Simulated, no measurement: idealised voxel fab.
process module | voxel ribs on slabs
cross-section cut | 235 nm wide | cells 5 nm
A cross-section is a grid of square cells, given in bands from the top down. A band is one or more rows of cells.
Each band's line starts with the height of the band's top and of its bottom, in nm. Then come its materials from left to right, each with its width in nm. One material with "throughout" fills the band from edge to edge. "air" is empty space.
Height 0 is the level under which the wafer as received is all one material. The lowest band goes on downwards, as in "0 down".
A width such as "30 to 40" changes by the same amount from each row of cells to the next, from the band's top row to its bottom row.
"no change" after a step means that no cell of the cross-section changed.
closed voids: empty space of 8 cells or more with no open way to the top, each as width x height at its distance from the left edge, in nm
after a step's settings: what the simulator itself notes on the step
overlay nm, on a step with a mask: how far to the right of its planned place the mask lay; to the left if negative
plan
1 op RECEIVE | material Si
2 op DIRECTIONAL_DEP | material SiO2 | thk nm 20
3 op DIRECTIONAL_DEP | material SiN | thk nm 25
4 op DIRECTIONAL_DEP | material aC | thk nm 5
5 op PATTERN | tone cover | mask id RIB | material resist | width nm 30 | thk nm 35 | overlay nm 0
6 op DIRECTIONAL_ETCH | etch materials aC | depth nm 15
7 op STRIP | etch materials resist
8 op DIRECTIONAL_ETCH | etch materials SiN | depth nm 5
9 op STRIP | etch materials aC
10 op MASKED_ETCH | tone cover | mask id SLAB | width nm 60 | etch materials SiN | depth nm 20 | overlay nm 0
11 op FILL_DEP | material SiO2 | thk nm 15
12 op CMP | height nm 55
13 op DIRECTIONAL_DEP | material TiN | thk nm 5
14 op PATTERN | tone cover | mask id HEATER | material resist | width nm 40 | thk nm 20 | overlay nm 0
15 op DIRECTIONAL_ETCH | etch materials TiN | depth nm 5
16 op STRIP | etch materials resist
17 op CONFORMAL_DEP | material SiN | thk nm 5
varied across the wafers: thk nm of step 4. The plan shows the first wafer's value. All wafers start alike
first wafer as received, after step 1
  0 down: Si throughout
  closed voids: none
first wafer at the end, after step 17
  65 to 60: air 90 | SiN 50 | air 95
  60 to 55: SiN 95 | TiN 40 | SiN 100
  55 to 45: SiO2 throughout
  45 to 40: SiO2 100 | SiN 30 | SiO2 105
  40 to 20: SiO2 85 | SiN 60 | SiO2 90
  20 to 0: SiO2 throughout
  0 down: Si throughout
  closed voids: none
last wafer at the end
  65 to 60: air 90 | SiN 50 | air 95
  60 to 55: SiN 95 | TiN 40 | SiN 100
  55 to 45: SiO2 throughout
  45 to 25: SiO2 85 | SiN 60 | SiO2 90
  25 to 20: SiN throughout
  20 to 0: SiO2 throughout
  0 down: Si throughout
  closed voids: none
each wafer at the end: cells of each material gained (+) or lost (-) since it was received, then its closed voids
thk nm 5 | +103 SiN | +463 SiO2 | +8 TiN | closed voids: none
thk nm 10 | +103 SiN | +463 SiO2 | +8 TiN | closed voids: none
thk nm 15 | +103 SiN | +463 SiO2 | +8 TiN | closed voids: none
thk nm 20 | +144 SiN | +422 SiO2 | +8 TiN | closed voids: none
thk nm 25 | +144 SiN | +422 SiO2 | +8 TiN | closed voids: none
thk nm 30 | +144 SiN | +422 SiO2 | +8 TiN | closed voids: none
